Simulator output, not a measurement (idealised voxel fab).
process module | voxel wiring stack
cross-section cut | 245 nm wide | cells 5 nm
A cross-section is a grid of square cells, given in bands from the top down. A band is one or more rows of cells.
Each band's line starts with the height of the band's top and of its bottom, in nm. Then come its materials from left to right, each with its width in nm. One material with "throughout" fills the band from edge to edge. "air" is empty space.
Height 0 is the level under which the wafer as received is all one material. The lowest band goes on downwards, as in "0 down".
A width such as "30 to 40" changes by the same amount from each row of cells to the next, from the band's top row to its bottom row.
"no change" after a step means that no cell of the cross-section changed.
closed voids: empty space of 8 cells or more with no open way to the top, each as width x height at its distance from the left edge, in nm
after a step's settings: what the simulator itself notes on the step
overlay nm, on a step with a mask: how far to the right of its planned place the mask lay; to the left if negative
plan
1 op RECEIVE | material Si
2 op CONFORMAL_DEP | material SiO2 | thk nm 10
3 op DIRECTIONAL_DEP | material TiN | thk nm 5
4 op DIRECTIONAL_DEP | material Ru | thk nm 15
5 op MASKED_ETCH | tone cover | mask id METAL_1 | width nm 20 | pitch nm 50 | etch materials Ru | depth nm 15 | overlay nm 0
6 op MASKED_ETCH | tone cover | mask id METAL_1 | width nm 20 | pitch nm 50 | etch materials TiN | depth nm 5 | overlay nm 0
7 op CONFORMAL_DEP | material SiN | thk nm 5
8 op FILL_DEP | material SiO2 | thk nm 5
9 op CMP | height nm 30
10 op CONFORMAL_DEP | material SiCN | thk nm 5
11 op DIRECTIONAL_DEP | material lowk | thk nm 25
12 op DIRECTIONAL_DEP | material aC | thk nm 10
13 op PATTERN | tone open | mask id METAL_2_HOLES | material resist | width nm 15 | pitch nm 100 | thk nm 30 | overlay nm 0
14 op DIRECTIONAL_ETCH | etch materials aC | depth nm 10
15 op STRIP | etch materials resist
16 op DIRECTIONAL_ETCH | etch materials lowk | depth nm 25
17 op STRIP | etch materials aC
18 op PATTERN | tone open | mask id METAL_2 | material resist | width nm 20 | pitch nm 50 | thk nm 15 | overlay nm 0
19 op DIRECTIONAL_ETCH | etch materials lowk | depth nm 15
20 op DIRECTIONAL_ETCH | etch materials SiCN | depth nm 5
21 op STRIP | etch materials resist
22 op CONFORMAL_DEP | material TiN | thk nm 5
23 op FILL_DEP | material Cu | thk nm 10
24 op CMP | height nm 60
25 op CONFORMAL_DEP | material SiCN | thk nm 5
as received, after step 1
  0 down: Si throughout
  closed voids: none
a wafer at the end: this start, this plan, one mistake
  65 to 60: SiCN throughout
  60 to 50: lowk 35 | TiN 5 | Cu 10 | TiN 5 | lowk 30 | TiN 5 | Cu 10 | TiN 5 | lowk 30 | TiN 5 | Cu 10 | TiN 5 | lowk 30 | TiN 5 | Cu 10 | TiN 5 | lowk 40
  50 to 45: lowk 35 | TiN 5 | Cu 5 | TiN 10 | lowk 30 | TiN 20 | lowk 30 | TiN 5 | Cu 5 | TiN 10 | lowk 30 | TiN 20 | lowk 40
  45 to 35: lowk 35 | TiN 5 | Cu 5 | TiN 5 | lowk 85 | TiN 5 | Cu 5 | TiN 5 | lowk 95
  35 to 30: SiCN 35 | TiN 15 | SiCN 85 | TiN 15 | SiCN 95
  30 to 20: SiO2 35 | SiN 5 | Ru 15 | SiN 5 | SiO2 25 | SiN 5 | Ru 15 | SiN 5 | SiO2 25 | SiN 5 | Ru 15 | SiN 5 | SiO2 25 | SiN 5 | Ru 15 | SiN 5 | SiO2 35
  20 to 15: SiO2 30 | SiN 10 | Ru 15 | SiN 5 | SiO2 20 | SiN 10 | Ru 15 | SiN 5 | SiO2 20 | SiN 10 | Ru 15 | SiN 5 | SiO2 20 | SiN 10 | Ru 15 | SiN 5 | SiO2 35
  15 to 10: SiN 35 | TiN 20 | SiN 30 | TiN 20 | SiN 30 | TiN 20 | SiN 30 | TiN 20 | SiN 40
  10 to 0: SiO2 throughout
  0 down: Si throughout
  closed voids: none
what went wrong: step 5 ran as: op MASKED_ETCH | tone cover | mask id METAL_1 | width nm 15 | pitch nm 50 | etch materials Ru | depth nm 15 | overlay nm 0
